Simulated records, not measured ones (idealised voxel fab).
The document below concerns the process module designated voxel air gaps.
Cross-section cut: width 205 nm, square cells of 5 nm.
When this document writes out a cross-section, it uses a grid of square cells and lists it as bands, beginning at the top and moving down, with a band standing for one or more rows of cells.
Band entry format. Leading values: height of top, height of bottom, nm. Remainder: materials in left-to-right order, each with its width in nm. Special words: "full width" on a single material, which then fills the band edge to edge; "air", empty space.
Height reference: 0 = level under which incoming wafer is all one material. Lowest band: no bottom, runs on downward, e.g. "0 -> down".
Think of "30 to 40" as a width that walks from the first number to the second as you go down the band, top row to bottom row, taking equal-sized steps from row to row.
When a step is marked "everything unchanged", none of the cells in the cross-section changed during that step.
In "Catalogued sealed voids" the enclosed voids are listed, meaning empty spaces of 8 cells or larger without any opening to the top. The form is width x height at distance, distance from the left edge, units nm.
Heads up: the bit after the settings on a step's line is the simulator's remark on that step.
overlay nm: how far to the right of its planned place the mask lay on this masked step (negative: to the left).

Planned process steps:
1. RECEIVE (material Si)
2. CONFORMAL_DEP (material SiO2; thk nm 15)
3. CONFORMAL_DEP (material SiN; thk nm 5)
4. DIRECTIONAL_DEP (material lowk; thk nm 30)
5. DIRECTIONAL_DEP (material aC; thk nm 15)
6. PATTERN (tone open; mask id LINES; material resist; width nm 25; pitch nm 50; thk nm 30; overlay nm 0)
7. DIRECTIONAL_ETCH (etch materials aC; depth nm 15)
8. STRIP (etch materials resist)
9. DIRECTIONAL_ETCH (etch materials lowk; depth nm 40)
10. STRIP (etch materials aC)
11. CONFORMAL_DEP (material TiN; thk nm 5)
12. FILL_DEP (material W; thk nm 10)
13. CMP (height nm 60)
14. EPI (material Ru; thk nm 10)
15. SELECTIVE_ETCH (etch materials lowk; depth nm 50)
16. CONFORMAL_DEP (material SiCN; thk nm 5)
Same starting wafers, different thk nm at step 4. Plan value belongs to the first wafer.

First of several wafers (as received, post step 1), cross-sectional view:
- 0 -> down: Si full width
- Catalogued sealed voids: none

End-of-module cross-section, first of several wafers, after last step 16:
- 75 -> 70: SiCN full width
- 70 -> 60: Ru full width
- 60 -> 55: W full width
- 55 -> 50: TiN 45 nm, W 15 nm, TiN 35 nm, W 15 nm, TiN 35 nm, W 15 nm, TiN 45 nm
- 50 -> 25: lowk 40 nm, TiN 5 nm, W 15 nm, TiN 5 nm, lowk 25 nm, TiN 5 nm, W 15 nm, TiN 5 nm, lowk 25 nm, TiN 5 nm, W 15 nm, TiN 5 nm, lowk 40 nm
- 25 -> 20: lowk 40 nm, TiN 25 nm, lowk 25 nm, TiN 25 nm, lowk 25 nm, TiN 25 nm, lowk 40 nm
- 20 -> 15: SiN full width
- 15 -> 0: SiO2 full width
- 0 -> down: Si full width
- Catalogued sealed voids: none

Last wafer x-sec, end of module:
- 75 -> 70: air 25 nm, SiCN 155 nm, air 25 nm
- 70 -> 60: air 25 nm, SiCN 5 nm, Ru 45 nm, SiCN 5 nm, Ru 45 nm, SiCN 5 nm, Ru 45 nm, SiCN 5 nm, air 25 nm
- 60 -> 55: air 25 nm, SiCN 15 nm, TiN 5 nm, W 15 nm, TiN 5 nm, SiCN 25 nm, TiN 5 nm, W 15 nm, TiN 5 nm, SiCN 25 nm, TiN 5 nm, W 15 nm, TiN 5 nm, SiCN 15 nm, air 25 nm
- 55 -> 25: air 35 nm, SiCN 5 nm, TiN 5 nm, W 15 nm, TiN 5 nm, SiCN 5 nm, air 15 nm, SiCN 5 nm, TiN 5 nm, W 15 nm, TiN 5 nm, SiCN 5 nm, air 15 nm, SiCN 5 nm, TiN 5 nm, W 15 nm, TiN 5 nm, SiCN 5 nm, air 35 nm
- 25 -> 20: SiCN 40 nm, TiN 25 nm, SiCN 25 nm, TiN 25 nm, SiCN 25 nm, TiN 25 nm, SiCN 40 nm
- 20 -> 15: SiN full width
- 15 -> 0: SiO2 full width
- 0 -> down: Si full width
- Catalogued sealed voids: 15 x 30 at 70; 15 x 30 at 120

Per-wafer rows below. For each material: cells gained (+) or lost (-) since the wafer was received, as of end of module. Then: closed voids:
thk nm 30 | +82 Ru | +41 SiCN | +41 SiN | +123 SiO2 | +77 TiN | +95 W | +156 lowk | Catalogued sealed voids: none
thk nm 35 | +82 Ru | +41 SiCN | +41 SiN | +123 SiO2 | +83 TiN | +63 W | +182 lowk | Catalogued sealed voids: none
thk nm 40 | +54 Ru | +117 SiCN | +41 SiN | +123 SiO2 | +57 TiN | +63 W | Catalogued sealed voids: 15 x 30 at 70; 15 x 30 at 120
